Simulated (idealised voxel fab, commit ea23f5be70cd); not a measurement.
Process module name: voxel self aligned vias
It is cross-section cut that appears here, measuring 170 nm in width, its square cells being 5 nm in size.
Cross-section spec: square-cell grid; bands listed top down; each band is one or more rows. What a band's entry tells you: where the top is and where the bottom is, as heights in nm, and after that what lies inside, material by material from left to right, each with its width in nm. Empty space is written as the word "empty", and a single material marked with the word "full width" occupies the band from edge to edge. Counting heights begins at 0, where everything beneath is, in the wafer as received, one material. The lowest band has no bottom; it goes on downwards, as "from 0 down" shows. When a width is written as two numbers, as in "30..40", the first number is the width in the top row of cells of the band and the second is the width in its bottom row, and the width changes by the same amount from each row to the next. Take "no modification" at face value: in the step it is given for, the cross-section changed in none of its cells. Listed in "Non-vented voids": every empty space of 8 or more cells without an open way to the top. Form: width x height at distance, the distance being from the left edge, all in nm. Past the settings on a step's line: simulator remark, on that step. overlay nm: mask offset rightward from planned place, masked step; negative means leftward offset.
## The process steps that were planned are listed below
1 RECEIVE (material Si)
2 CONFORMAL_DEP (material SiO2; thk nm 10)
3 CONFORMAL_DEP (material SiCN; thk nm 5)
4 DIRECTIONAL_DEP (material lowk; thk nm 20)
5 MASKED_ETCH (tone open; mask id LINES; width nm 30; pitch nm 80; etch materials lowk; depth nm 20; overlay nm 0)
6 CONFORMAL_DEP (material TiN; thk nm 5)
7 FILL_DEP (material Ru; thk nm 10)
8 CMP (height nm 35)
9 SELECTIVE_ETCH (etch materials W Ru TiN; depth nm 5)
10 FILL_DEP (material SiN; thk nm 5)
11 CMP (height nm 35)
12 DIRECTIONAL_DEP (material lowk; thk nm 20)
13 DIRECTIONAL_DEP (material aC; thk nm 10)
14 PATTERN (tone open; mask id VIAS; material resist; width nm 50; thk nm 30; overlay nm 0)
15 DIRECTIONAL_ETCH (etch materials aC; depth nm 10)
16 STRIP (etch materials resist)
17 DIRECTIONAL_ETCH (etch materials lowk; depth nm 20)
18 DIRECTIONAL_ETCH (etch materials SiN; depth nm 5)
19 STRIP (etch materials aC)
20 CONFORMAL_DEP (material TiN; thk nm 5)
21 FILL_DEP (material Ru; thk nm 10)
22 CMP (height nm 55)
23 CONFORMAL_DEP (material SiCN; thk nm 5)
## The first of a set of two wafers, run to plan
## Step 1 complete: cross-section of the wafer as received
	from 0 down | Si full width
	Non-vented voids: none
## Once step 2 is through, the wafer looks like this in cross-section
	from 10 to 0 | SiO2 full width
	Heights below 0 show no change.
## Once step 3 is through, the wafer looks like this in cross-section
	from 15 to 10 | SiCN full width
	Heights below 10 show no change.
## Once step 4 is through, the wafer looks like this in cross-section
	from 35 to 15 | lowk full width
	Heights below 15 show no change.
## Once step 5 is through, the wafer looks like this in cross-section
	from 35 to 15 | lowk=30, empty=30, lowk=50, empty=30, lowk=30
	Heights below 15 show no change.
## Once step 6 is through, the wafer looks like this in cross-section
	from 40 to 35 | TiN=35, empty=20, TiN=60, empty=20, TiN=35
	from 35 to 20 | lowk=30, TiN=5, empty=20, TiN=5, lowk=50, TiN=5, empty=20, TiN=5, lowk=30
	from 20 to 15 | lowk=30, TiN=30, lowk=50, TiN=30, lowk=30
	Heights below 15 show no change.
## Once step 7 is through, the wafer looks like this in cross-section
	from 50 to 40 | Ru full width
	from 40 to 35 | TiN=35, Ru=20, TiN=60, Ru=20, TiN=35
	from 35 to 20 | lowk=30, TiN=5, Ru=20, TiN=5, lowk=50, TiN=5, Ru=20, TiN=5, lowk=30
	Heights below 20 show no change.
## Once step 8 is through, the wafer looks like this in cross-section
	from 35 to 20 | lowk=30, TiN=5, Ru=20, TiN=5, lowk=50, TiN=5, Ru=20, TiN=5, lowk=30
	Heights below 20 show no change.
## Once step 9 is through, the wafer looks like this in cross-section
	from 35 to 30 | lowk=30, empty=30, lowk=50, empty=30, lowk=30
	Heights below 30 show no change.
## Once step 10 is through, the wafer looks like this in cross-section
	from 40 to 35 | SiN full width
	from 35 to 30 | lowk=30, SiN=30, lowk=50, SiN=30, lowk=30
	Heights below 30 show no change.
## Once step 11 is through, the wafer looks like this in cross-section
	from 35 to 30 | lowk=30, SiN=30, lowk=50, SiN=30, lowk=30
	Heights below 30 show no change.
## Once step 12 is through, the wafer looks like this in cross-section
	from 55 to 35 | lowk full width
	Heights below 35 show no change.
## Once step 13 is through, the wafer looks like this in cross-section
	from 65 to 55 | aC full width
	Heights below 55 show no change.
## Once step 14 is through, the wafer looks like this in cross-section
	from 95 to 65 | resist=20, empty=50, resist=100
	Heights below 65 show no change.
## Once step 15 is through, the wafer looks like this in cross-section
	from 85 to 65 | resist=20, empty=50, resist=100
	from 65 to 55 | aC=20, empty=50, aC=100
	Heights below 55 show no change.
## Once step 16 is through, the wafer looks like this in cross-section
	from 65 to 55 | aC=20, empty=50, aC=100
	Heights below 55 show no change.
## Once step 17 is through, the wafer looks like this in cross-section
	from 65 to 55 | aC=20, empty=50, aC=100
	from 55 to 35 | lowk=20, empty=50, lowk=100
	Heights below 35 show no change.
## Once step 18 is through, the wafer looks like this in cross-section
	from 65 to 55 | aC=20, empty=50, aC=100
	from 55 to 35 | lowk=20, empty=50, lowk=100
	from 35 to 30 | lowk=30, empty=30, lowk=50, SiN=30, lowk=30
	Heights below 30 show no change.
## Once step 19 is through, the wafer looks like this in cross-section
	from 55 to 35 | lowk=20, empty=50, lowk=100
	Heights below 35 show no change.
## Once step 20 is through, the wafer looks like this in cross-section
	from 60 to 55 | TiN=25, empty=40, TiN=105
	from 55 to 40 | lowk=20, TiN=5, empty=40, TiN=5, lowk=100
	from 40 to 35 | lowk=20, TiN=15, empty=20, TiN=15, lowk=100
	from 35 to 30 | lowk=30, TiN=30, lowk=50, SiN=30, lowk=30
	Heights below 30 show no change.
## Once step 21 is through, the wafer looks like this in cross-section
	from 70 to 60 | Ru full width
	from 60 to 55 | TiN=25, Ru=40, TiN=105
	from 55 to 40 | lowk=20, TiN=5, Ru=40, TiN=5, lowk=100
	from 40 to 35 | lowk=20, TiN=15, Ru=20, TiN=15, lowk=100
	Heights below 35 show no change.
## Once step 22 is through, the wafer looks like this in cross-section
	from 55 to 40 | lowk=20, TiN=5, Ru=40, TiN=5, lowk=100
	Heights below 40 show no change.
## Once step 23 is through, the wafer looks like this in cross-section
	from 60 to 55 | SiCN full width
	Heights below 55 show no change.
## second wafer: like start, like plan, one mistake. Through step 10 it matches the first wafer
## X-section, second wafer, when step 11 was due to finish
	from 30 to 20 | lowk=30, TiN=5, Ru=20, TiN=5, lowk=50, TiN=5, Ru=20, TiN=5, lowk=30
	Heights below 20 show no change.
## X-section, second wafer, when step 12 was due to finish
	from 50 to 30 | lowk full width
	Heights below 30 show no change.
## X-section, second wafer, when step 13 was due to finish
	from 60 to 50 | aC full width
	Heights below 50 show no change.
## X-section, second wafer, when step 14 was due to finish
	from 90 to 60 | resist=20, empty=50, resist=100
	Heights below 60 show no change.
## X-section, second wafer, when step 15 was due to finish
	from 80 to 60 | resist=20, empty=50, resist=100
	from 60 to 50 | aC=20, empty=50, aC=100
	Heights below 50 show no change.
## X-section, second wafer, when step 16 was due to finish
	from 60 to 50 | aC=20, empty=50, aC=100
	Heights below 50 show no change.
## X-section, second wafer, when step 17 was due to finish
	from 60 to 50 | aC=20, empty=50, aC=100
	from 50 to 30 | lowk=20, empty=50, lowk=100
	Heights below 30 show no change.
X-section, second wafer, when step 18 was due to finish: no modification
## X-section, second wafer, when step 19 was due to finish
	from 50 to 30 | lowk=20, empty=50, lowk=100
	Heights below 30 show no change.
## X-section, second wafer, when step 20 was due to finish
	from 55 to 50 | TiN=25, empty=40, TiN=105
	from 50 to 35 | lowk=20, TiN=5, empty=40, TiN=5, lowk=100
	from 35 to 30 | lowk=20, TiN=50, lowk=100
	Heights below 30 show no change.
## X-section, second wafer, when step 21 was due to finish
	from 65 to 55 | Ru full width
	from 55 to 50 | TiN=25, Ru=40, TiN=105
	from 50 to 35 | lowk=20, TiN=5, Ru=40, TiN=5, lowk=100
	Heights below 35 show no change.
## X-section, second wafer, when step 22 was due to finish
	from 55 to 50 | TiN=25, Ru=40, TiN=105
	Heights below 50 show no change.
## X-section, second wafer, when step 23 was due to finish
	from 60 to 55 | SiCN full width
	Heights below 55 show no change.
So what did we get wrong on this run? step 11 was not run as planned; what actually ran was CMP (height nm 30)
End check, counted in cells, second wafer has more or fewer of these materials than the first: 4 more of Ru | 6 fewer of SiN | 24 more of TiN | 22 fewer of lowk
